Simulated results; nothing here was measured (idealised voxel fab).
Documented hereafter: the process module known as voxel released beams.
Shown is cross-section cut, with a width of 205 nm and square cells of size 5 nm.
A cross-section is a grid of square cells, given in bands from the top down. A band is one or more rows of cells.
Heads up on the band format: heights come first, top then bottom, in nm. After that it's the materials left to right, each with its width in nm. A single material flagged "full width" fills the whole band edge to edge, and "empty" means there's empty space there.
The reference from which all heights are counted is 0, the level beneath which the as-received wafer is entirely one material; the lowest band, having no lower bound, proceeds downward and is written after the example "0 nm and below".
You'd read "30 to 40" like this: the band's top row of cells is as wide as the first number, its bottom row is as wide as the second, and going down, every row changes width by the same amount as the row before did.
The cross-section has no changed cell in any step marked "no alterations made".
"Tabulated closed voids" specifies each empty space that is not open to the top and that occupies no fewer than 8 cells, using the form width x height at distance, the distance measured from the left edge and all three quantities in nm.
after a step's settings: what the simulator itself notes on the step
Each step line may optionally specify "overlay nm", which for a step with a mask gives the rightward distance between the mask's planned place and where it lay, a negative value indicating the leftward direction.

The planned process steps are enumerated hereunder:
1: op RECEIVE | material Si
2: op CONFORMAL_DEP | material SiN | thk nm 5
3: op DIRECTIONAL_DEP | material SiO2 | thk nm 15
4: op MASKED_ETCH | tone open | mask id ANCHOR | width nm 45 | etch materials SiO2 | depth nm 15 | overlay nm 0
5: op CONFORMAL_DEP | material TiN | thk nm 15
6: op MASKED_ETCH | tone cover | mask id BEAM | width nm 95 | etch materials TiN | depth nm 15 | overlay nm 0
7: op STRIP | etch materials SiO2
Across this set of wafers, the varied parameter is the thk nm of step 2. Starting conditions are identical for every wafer, and the plan reports the value assigned to the first wafer.

Step 1 complete: as-received cross-section of the first of several wafers:
	0 nm and below  Si full width
	Tabulated closed voids: none

wafer rows; end of module; cells per material since receipt: (+) gained, (-) lost; then closed voids:
thk nm 5, +41 SiN, +75 TiN, Tabulated closed voids: none
thk nm 10, +82 SiN, +75 TiN, Tabulated closed voids: none
thk nm 15, +123 SiN, +75 TiN, Tabulated closed voids: none
thk nm 20, +164 SiN, +75 TiN, Tabulated closed voids: none
thk nm 25, +205 SiN, +75 TiN, Tabulated closed voids: none
